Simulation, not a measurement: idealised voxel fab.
The name of this process module is voxel wiring stack.
For reference, the cross-section in this document is cut, with width 185 nm and square cells of 5 nm.
Each cross-section below is a grid of square cells, stated as bands in top-down order, with one or more rows of cells making up each band.
Top, bottom (nm), then materials left to right with widths (nm); lone material tagged "throughout" fills the whole band edge to edge; "empty" = empty space.
All heights in this document are referenced to 0, defined as the level beneath which the wafer, as received, consists entirely of one material. The lowest band is not bounded below; it extends indefinitely downward and is written in the form "from 0 down".
Per-row width for "30 to 40": begins at first number (top row of band), ends at second number (bottom row), increment between rows held constant.
Key: "no alterations made" - step with no changed cell in the cross-section.
"Fully sealed cavities": empty spaces of 8 cells or more with no open way to the top, each given as width x height at distance, distance from the left edge, all in nm.
Past the settings on a step's line: simulator remark, on that step.
On any step carrying a mask, the "overlay nm" setting, if present on the step's line, tells how far right of its planned place the mask lay; negative values point to the left.

Intended process steps:
1 RECEIVE (material Si)
2 CONFORMAL_DEP (material SiO2; thk nm 15)
3 DIRECTIONAL_DEP (material TiN; thk nm 5)
4 DIRECTIONAL_DEP (material Ru; thk nm 25)
5 PATTERN (tone cover; mask id METAL_1; material resist; width nm 30; pitch nm 45; thk nm 15; overlay nm 0)
6 DIRECTIONAL_ETCH (etch materials Ru; depth nm 25)
7 DIRECTIONAL_ETCH (etch materials TiN; depth nm 5)
8 STRIP (etch materials resist)
9 CONFORMAL_DEP (material SiCN; thk nm 5)
10 FILL_DEP (material SiO2; thk nm 5)
11 CMP (height nm 45)
12 CONFORMAL_DEP (material SiCN; thk nm 5)
13 DIRECTIONAL_DEP (material lowk; thk nm 10)
14 DIRECTIONAL_DEP (material aC; thk nm 15)
15 PATTERN (tone open; mask id PLUG_1; material resist; width nm 15; pitch nm 90; thk nm 30; overlay nm 0)
16 DIRECTIONAL_ETCH (etch materials aC; depth nm 15)
17 STRIP (etch materials resist)
18 DIRECTIONAL_ETCH (etch materials lowk; depth nm 10)
19 DIRECTIONAL_ETCH (etch materials SiCN; depth nm 5)
20 STRIP (etch materials aC)
21 EPI (material Ru; thk nm 10)
22 EPI (material Ru; thk nm 5)
23 CONFORMAL_DEP (material SiN; thk nm 5)
24 DIRECTIONAL_DEP (material lowk; thk nm 25)
25 MASKED_ETCH (tone open; mask id METAL_2; width nm 30; pitch nm 45; etch materials lowk; depth nm 25; overlay nm 0)
26 MASKED_ETCH (tone open; mask id METAL_2; width nm 30; pitch nm 45; etch materials SiN; depth nm 5; overlay nm 0)
27 CONFORMAL_DEP (material TiN; thk nm 5)
28 FILL_DEP (material Cu; thk nm 5)
29 CMP (height nm 90)
30 EPI (material Ru; thk nm 5)
31 FILL_DEP (material SiCN; thk nm 5)
32 DIRECTIONAL_DEP (material lowk; thk nm 25)
33 DIRECTIONAL_DEP (material aC; thk nm 15)
34 PATTERN (tone open; mask id METAL_3_HOLES; material resist; width nm 15; pitch nm 45; thk nm 35; overlay nm 0)
35 DIRECTIONAL_ETCH (etch materials aC; depth nm 15)
36 STRIP (etch materials resist)
37 DIRECTIONAL_ETCH (etch materials lowk; depth nm 25)
38 STRIP (etch materials aC)
39 DIRECTIONAL_DEP (material aC; thk nm 10)
40 PATTERN (tone open; mask id METAL_3; material resist; width nm 30; pitch nm 45; thk nm 30; overlay nm 0)
41 DIRECTIONAL_ETCH (etch materials aC; depth nm 10)
42 STRIP (etch materials resist)
43 DIRECTIONAL_ETCH (etch materials lowk; depth nm 15)
44 DIRECTIONAL_ETCH (etch materials SiCN; depth nm 5)
45 STRIP (etch materials aC)
46 CONFORMAL_DEP (material TiN; thk nm 5)
47 FILL_DEP (material Cu; thk nm 10)
48 CMP (height nm 125)
49 CONFORMAL_DEP (material SiN; thk nm 5)

As-received wafer cross-section (after step 1):
	from 0 down | Si throughout
	Fully sealed cavities: none

End-of-module XS, first of two wafers, run as planned:
	from 130 to 125 | SiN throughout
	from 125 to 115 | lowk 30, TiN 5, Cu 20, TiN 5, lowk 15, TiN 5, Cu 20, TiN 5, lowk 15, TiN 5, Cu 20, TiN 5, lowk 35
	from 115 to 110 | lowk 30, TiN 5, Cu 5, TiN 20, lowk 15, TiN 5, Cu 5, TiN 20, lowk 15, TiN 5, Cu 5, TiN 20, lowk 35
	from 110 to 100 | lowk 30, TiN 5, Cu 5, TiN 5, lowk 30, TiN 5, Cu 5, TiN 5, lowk 30, TiN 5, Cu 5, TiN 5, lowk 50
	from 100 to 95 | SiCN 30, TiN 15, SiCN 30, TiN 15, SiCN 30, TiN 15, SiCN 50
	from 95 to 90 | SiCN 25, Ru 40, SiCN 5, Ru 40, SiCN 5, Ru 40, SiCN 30
	from 90 to 65 | lowk 30, TiN 5, Cu 20, TiN 5, lowk 15, TiN 5, Cu 20, TiN 5, lowk 15, TiN 5, Cu 20, TiN 5, lowk 35
	from 65 to 60 | SiN 30, TiN 30, SiN 15, TiN 30, SiN 15, TiN 30, SiN 35
	from 60 to 50 | lowk 30, Ru 15, lowk 75, Ru 15, lowk 50
	from 50 to 45 | SiCN 30, Ru 15, SiCN 75, Ru 15, SiCN 50
	from 45 to 20 | SiO2 25, SiCN 5, Ru 30, SiCN 5, SiO2 5, SiCN 5, Ru 30, SiCN 5, SiO2 5, SiCN 5, Ru 30, SiCN 5, SiO2 30
	from 20 to 15 | SiCN 30, TiN 30, SiCN 15, TiN 30, SiCN 15, TiN 30, SiCN 35
	from 15 to 0 | SiO2 throughout
	from 0 down | Si throughout
	Fully sealed cavities: none

Here is the second of the two wafers cut open at the end of the module - same start, same plan as the first one, but we made one mistake running it:
	from 130 to 125 | SiN throughout
	from 125 to 115 | lowk 25, TiN 5, Cu 20, TiN 5, lowk 15, TiN 5, Cu 20, TiN 5, lowk 15, TiN 5, Cu 20, TiN 5, lowk 40
	from 115 to 110 | lowk 25, TiN 10, Cu 5, TiN 15, lowk 15, TiN 10, Cu 5, TiN 15, lowk 15, TiN 10, Cu 5, TiN 15, lowk 40
	from 110 to 100 | lowk 30, TiN 5, Cu 5, TiN 5, lowk 30, TiN 5, Cu 5, TiN 5, lowk 30, TiN 5, Cu 5, TiN 5, lowk 50
	from 100 to 95 | SiCN 30, TiN 15, SiCN 30, TiN 15, SiCN 30, TiN 15, SiCN 50
	from 95 to 90 | SiCN 25, Ru 40, SiCN 5, Ru 40, SiCN 5, Ru 40, SiCN 30
	from 90 to 65 | lowk 30, TiN 5, Cu 20, TiN 5, lowk 15, TiN 5, Cu 20, TiN 5, lowk 15, TiN 5, Cu 20, TiN 5, lowk 35
	from 65 to 60 | SiN 30, TiN 30, SiN 15, TiN 30, SiN 15, TiN 30, SiN 35
	from 60 to 50 | lowk 30, Ru 15, lowk 75, Ru 15, lowk 50
	from 50 to 45 | SiCN 30, Ru 15, SiCN 75, Ru 15, SiCN 50
	from 45 to 20 | SiO2 25, SiCN 5, Ru 30, SiCN 5, SiO2 5, SiCN 5, Ru 30, SiCN 5, SiO2 5, SiCN 5, Ru 30, SiCN 5, SiO2 30
	from 20 to 15 | SiCN 30, TiN 30, SiCN 15, TiN 30, SiCN 15, TiN 30, SiCN 35
	from 15 to 0 | SiO2 throughout
	from 0 down | Si throughout
	Fully sealed cavities: none
Want to know what went wrong? in deviation from the planned setting, step 40 was conducted as PATTERN (tone open; mask id METAL_3; material resist; width nm 30; pitch nm 45; thk nm 30; overlay nm -5)
So at the finish, the second wafer's got exactly as many cells of each material as the first, just not in the same spots.
